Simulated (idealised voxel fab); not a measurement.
This section sets out a process module, namely voxel capacitor over wiring.
The width of the displayed cross-section, cut, is 290 nm; its cells are square, with a size of 5 nm.
Cross-section layout: square cells on a grid; listed as bands, top to bottom; a band spans one or more cell rows. Read a band's entry like this: the first values are the height of its top and the height of its bottom in nm, and what follows is the sequence of materials from left to right, each with its width in nm. Note that "empty" is empty space, and that a single material marked "full width" reaches across the band from edge to edge. Note: height 0 marks the level under which the wafer is uniformly one material as received. Lowest band unbounded below, written "0 nm and below". When a width is written as two numbers, as in "30 to 40", the first number is the width in the top row of cells of the band and the second is the width in its bottom row, and the width changes by the same amount from each row to the next. What does "all unchanged" mean for a step? It means no cell of the cross-section changed in that step. You'll see "Entrapped void list" listing empty spaces that have no way open to the top, as long as they're 8 cells or more; the notation is width x height at distance, where the distance is from the left edge, and all of it is in nm. Whatever follows a step's settings on its line is a remark the simulator itself makes about that step. Each step line may optionally specify "overlay nm", which for a step with a mask gives the rightward distance between the mask's planned place and where it lay, a negative value indicating the leftward direction. Note on reading: below, each pair holds a cross-section from before one process step and one from after it; the one from after shows only down to the lowest band that changed. Beneath the pair, the step in between is stated along with its settings. The pairs can stem from different runs of this module on the same starting wafer. Where a pair's entry headed "Incoming profile" says so, and only there, that pair continues from the pair above it.

INCOMING PROFILE
110 nm to 90 nm: SiO2 full width
90 nm to 80 nm: SiO2: 100, then TiN: 70, then SiO2: 120
80 nm to 75 nm: SiO2: 95, then Al2O3: 75, then SiO2: 120
75 nm to 65 nm: SiO2: 95, then TiN: 90, then SiO2: 105
65 nm to 50 nm: SiO2: 95, then TiN: 5, then Cu: 5, then TiN: 5, then SiO2: 180
50 nm to 45 nm: SiCN: 95, then TiN: 15, then SiCN: 180
45 nm to 20 nm: SiO2: 80, then TiN: 5, then Cu: 20, then TiN: 5, then SiO2: 70, then TiN: 5, then Cu: 20, then TiN: 5, then SiO2: 80
20 nm to 15 nm: SiN: 80, then TiN: 30, then SiN: 70, then TiN: 30, then SiN: 80
15 nm to 0 nm: SiO2 full width
0 nm and below: Si full width
Entrapped void list: none

CROSS-SECTION AFTER STEP
105 nm to 90 nm: SiO2 full width
Everything under 90 stays put, no change at all.
Entrapped void list: none
The step that takes the structure from the upper cross-section to the lower one is CMP: height nm 105

Incoming profile: the cross-section after the pair above

CROSS-SECTION AFTER STEP
125 nm to 105 nm: resist: 105, then empty: 15, then resist: 170
Everything under 105 stays put, no change at all.
Entrapped void list: none
The step that takes the structure from the upper cross-section to the lower one is PATTERN: tone open, mask id PLUG_2, material resist, width nm 15, thk nm 20, overlay nm 0

Incoming profile: the cross-section after the pair above

CROSS-SECTION AFTER STEP
125 nm to 105 nm: resist: 105, then empty: 15, then resist: 170
105 nm to 90 nm: SiO2: 105, then empty: 15, then SiO2: 170
Everything under 90 stays put, no change at all.
Entrapped void list: none
The step that takes the structure from the upper cross-section to the lower one is DIRECTIONAL_ETCH: etch materials SiO2, depth nm 15

Incoming profile: the cross-section after the pair above

CROSS-SECTION AFTER STEP
105 nm to 90 nm: SiO2: 105, then empty: 15, then SiO2: 170
Everything under 90 stays put, no change at all.
Entrapped void list: none
The step that takes the structure from the upper cross-section to the lower one is STRIP: etch materials resist

Incoming profile: the cross-section after the pair above

CROSS-SECTION AFTER STEP
110 nm to 105 nm: TiN: 110, then empty: 5, then TiN: 175
105 nm to 95 nm: SiO2: 105, then TiN: 5, then empty: 5, then TiN: 5, then SiO2: 170
95 nm to 90 nm: SiO2: 105, then TiN: 15, then SiO2: 170
Everything under 90 stays put, no change at all.
Entrapped void list: none
The step that takes the structure from the upper cross-section to the lower one is CONFORMAL_DEP: material TiN, thk nm 5

Incoming profile: the cross-section after the pair above

CROSS-SECTION AFTER STEP
115 nm to 110 nm: W full width
110 nm to 105 nm: TiN: 110, then W: 5, then TiN: 175
105 nm to 95 nm: SiO2: 105, then TiN: 5, then W: 5, then TiN: 5, then SiO2: 170
Everything under 95 stays put, no change at all.
Entrapped void list: none
The step that takes the structure from the upper cross-section to the lower one is FILL_DEP: material W, thk nm 5

Incoming profile: the cross-section after the pair above

CROSS-SECTION AFTER STEP
105 nm to 95 nm: SiO2: 105, then TiN: 5, then W: 5, then TiN: 5, then SiO2: 170
Everything under 95 stays put, no change at all.
Entrapped void list: none
The step that takes the structure from the upper cross-section to the lower one is CMP: height nm 105

Incoming profile: the cross-section after the pair above

CROSS-SECTION AFTER STEP
110 nm to 105 nm: SiCN full width
Everything under 105 stays put, no change at all.
Entrapped void list: none
The step that takes the structure from the upper cross-section to the lower one is CONFORMAL_DEP: material SiCN, thk nm 5

INCOMING PROFILE
80 nm to 75 nm: Al2O3 full width
75 nm to 65 nm: TiN full width
65 nm to 50 nm: SiO2: 95, then TiN: 5, then Cu: 5, then TiN: 5, then SiO2: 180
50 nm to 45 nm: SiCN: 95, then TiN: 15, then SiCN: 180
45 nm to 20 nm: SiO2: 80, then TiN: 5, then Cu: 20, then TiN: 5, then SiO2: 70, then TiN: 5, then Cu: 20, then TiN: 5, then SiO2: 80
20 nm to 15 nm: SiN: 80, then TiN: 30, then SiN: 70, then TiN: 30, then SiN: 80
15 nm to 0 nm: SiO2 full width
0 nm and below: Si full width
Entrapped void list: none

CROSS-SECTION AFTER STEP
90 nm to 80 nm: SiCN full width
Everything under 80 stays put, no change at all.
Entrapped void list: none
The step that takes the structure from the upper cross-section to the lower one is DIRECTIONAL_DEP: material SiCN, thk nm 10

Incoming profile: the cross-section after the pair above

CROSS-SECTION AFTER STEP
110 nm to 90 nm: SiO2 full width
Everything under 90 stays put, no change at all.
Entrapped void list: none
The step that takes the structure from the upper cross-section to the lower one is FILL_DEP: material SiO2, thk nm 20

Incoming profile: the cross-section after the pair above

CROSS-SECTION AFTER STEP
105 nm to 90 nm: SiO2 full width
Everything under 90 stays put, no change at all.
Entrapped void list: none
The step that takes the structure from the upper cross-section to the lower one is CMP: height nm 105

Incoming profile: the cross-section after the pair above

CROSS-SECTION AFTER STEP
125 nm to 105 nm: resist: 105, then empty: 15, then resist: 170
Everything under 105 stays put, no change at all.
Entrapped void list: none
The step that takes the structure from the upper cross-section to the lower one is PATTERN: tone open, mask id PLUG_2, material resist, width nm 15, thk nm 20, overlay nm 0

Incoming profile: the cross-section after the pair above

CROSS-SECTION AFTER STEP
125 nm to 105 nm: resist: 105, then empty: 15, then resist: 170
105 nm to 90 nm: SiO2: 105, then empty: 15, then SiO2: 170
Everything under 90 stays put, no change at all.
Entrapped void list: none
The step that takes the structure from the upper cross-section to the lower one is DIRECTIONAL_ETCH: etch materials SiO2, depth nm 15

Incoming profile: the cross-section after the pair above

CROSS-SECTION AFTER STEP
105 nm to 90 nm: SiO2: 105, then empty: 15, then SiO2: 170
Everything under 90 stays put, no change at all.
Entrapped void list: none
The step that takes the structure from the upper cross-section to the lower one is STRIP: etch materials resist

Incoming profile: the cross-section after the pair above

CROSS-SECTION AFTER STEP
110 nm to 105 nm: TiN: 110, then empty: 5, then TiN: 175
105 nm to 95 nm: SiO2: 105, then TiN: 5, then empty: 5, then TiN: 5, then SiO2: 170
95 nm to 90 nm: SiO2: 105, then TiN: 15, then SiO2: 170
Everything under 90 stays put, no change at all.
Entrapped void list: none
The step that takes the structure from the upper cross-section to the lower one is CONFORMAL_DEP: material TiN, thk nm 5

Incoming profile: the cross-section after the pair above

CROSS-SECTION AFTER STEP
115 nm to 110 nm: W full width
110 nm to 105 nm: TiN: 110, then W: 5, then TiN: 175
105 nm to 95 nm: SiO2: 105, then TiN: 5, then W: 5, then TiN: 5, then SiO2: 170
Everything under 95 stays put, no change at all.
Entrapped void list: none
The step that takes the structure from the upper cross-section to the lower one is FILL_DEP: material W, thk nm 5

Incoming profile: the cross-section after the pair above

CROSS-SECTION AFTER STEP
105 nm to 95 nm: SiO2: 105, then TiN: 5, then W: 5, then TiN: 5, then SiO2: 170
Everything under 95 stays put, no change at all.
Entrapped void list: none
The step that takes the structure from the upper cross-section to the lower one is CMP: height nm 105

Incoming profile: the cross-section after the pair above

CROSS-SECTION AFTER STEP
110 nm to 105 nm: SiCN full width
Everything under 105 stays put, no change at all.
Entrapped void list: none
The step that takes the structure from the upper cross-section to the lower one is CONFORMAL_DEP: material SiCN, thk nm 5

INCOMING PROFILE
90 nm to 80 nm: TiN full width
80 nm to 75 nm: Al2O3 full width
75 nm to 65 nm: TiN full width
65 nm to 50 nm: SiO2: 95, then TiN: 5, then Cu: 5, then TiN: 5, then SiO2: 180
50 nm to 45 nm: SiCN: 95, then TiN: 15, then SiCN: 180
45 nm to 20 nm: SiO2: 80, then TiN: 5, then Cu: 20, then TiN: 5, then SiO2: 70, then TiN: 5, then Cu: 20, then TiN: 5, then SiO2: 80
20 nm to 15 nm: SiN: 80, then TiN: 30, then SiN: 70, then TiN: 30, then SiN: 80
15 nm to 0 nm: SiO2 full width
0 nm and below: Si full width
Entrapped void list: none

CROSS-SECTION AFTER STEP
90 nm to 80 nm: TiN: 95, then empty: 75, then TiN: 120
Everything under 80 stays put, no change at all.
Entrapped void list: none
The step that takes the structure from the upper cross-section to the lower one is MASKED_ETCH: tone open, mask id UPPER_PLATE, width nm 75, etch materials TiN, depth nm 10, overlay nm 0

Incoming profile: the cross-section after the pair above

CROSS-SECTION AFTER STEP
90 nm to 80 nm: empty: 90, then TiN: 5, then empty: 75, then TiN: 5, then empty: 115
Everything under 80 stays put, no change at all.
Entrapped void list: none
The step that takes the structure from the upper cross-section to the lower one is MASKED_ETCH: tone cover, mask id LOWER_PLATE, width nm 85, etch materials TiN, depth nm 10, overlay nm 0

Incoming profile: the cross-section after the pair above

CROSS-SECTION AFTER STEP
110 nm to 90 nm: SiO2 full width
90 nm to 80 nm: SiO2: 90, then TiN: 5, then SiO2: 75, then TiN: 5, then SiO2: 115
Everything under 80 stays put, no change at all.
Entrapped void list: none
The step that takes the structure from the upper cross-section to the lower one is FILL_DEP: material SiO2, thk nm 20

Incoming profile: the cross-section after the pair above

CROSS-SECTION AFTER STEP
105 nm to 90 nm: SiO2 full width
Everything under 90 stays put, no change at all.
Entrapped void list: none
The step that takes the structure from the upper cross-section to the lower one is CMP: height nm 105

Incoming profile: the cross-section after the pair above

CROSS-SECTION AFTER STEP
125 nm to 105 nm: resist: 105, then empty: 15, then resist: 170
Everything under 105 stays put, no change at all.
Entrapped void list: none
The step that takes the structure from the upper cross-section to the lower one is PATTERN: tone open, mask id PLUG_2, material resist, width nm 15, thk nm 20, overlay nm 0

Incoming profile: the cross-section after the pair above

CROSS-SECTION AFTER STEP
125 nm to 105 nm: resist: 105, then empty: 15, then resist: 170
105 nm to 90 nm: SiO2: 105, then empty: 15, then SiO2: 170
Everything under 90 stays put, no change at all.
Entrapped void list: none
The step that takes the structure from the upper cross-section to the lower one is DIRECTIONAL_ETCH: etch materials SiO2, depth nm 15

Incoming profile: the cross-section after the pair above

CROSS-SECTION AFTER STEP
105 nm to 90 nm: SiO2: 105, then empty: 15, then SiO2: 170
Everything under 90 stays put, no change at all.
Entrapped void list: none
The step that takes the structure from the upper cross-section to the lower one is STRIP: etch materials resist

Incoming profile: the cross-section after the pair above

CROSS-SECTION AFTER STEP
110 nm to 105 nm: TiN: 110, then empty: 5, then TiN: 175
105 nm to 95 nm: SiO2: 105, then TiN: 5, then empty: 5, then TiN: 5, then SiO2: 170
95 nm to 90 nm: SiO2: 105, then TiN: 15, then SiO2: 170
Everything under 90 stays put, no change at all.
Entrapped void list: none
The step that takes the structure from the upper cross-section to the lower one is CONFORMAL_DEP: material TiN, thk nm 5

Incoming profile: the cross-section after the pair above

CROSS-SECTION AFTER STEP
115 nm to 110 nm: W full width
110 nm to 105 nm: TiN: 110, then W: 5, then TiN: 175
105 nm to 95 nm: SiO2: 105, then TiN: 5, then W: 5, then TiN: 5, then SiO2: 170
Everything under 95 stays put, no change at all.
Entrapped void list: none
The step that takes the structure from the upper cross-section to the lower one is FILL_DEP: material W, thk nm 5

Incoming profile: the cross-section after the pair above

CROSS-SECTION AFTER STEP
105 nm to 95 nm: SiO2: 105, then TiN: 5, then W: 5, then TiN: 5, then SiO2: 170
Everything under 95 stays put, no change at all.
Entrapped void list: none
The step that takes the structure from the upper cross-section to the lower one is CMP: height nm 105

Incoming profile: the cross-section after the pair above

CROSS-SECTION AFTER STEP
110 nm to 105 nm: SiCN full width
Everything under 105 stays put, no change at all.
Entrapped void list: none
The step that takes the structure from the upper cross-section to the lower one is CONFORMAL_DEP: material SiCN, thk nm 5
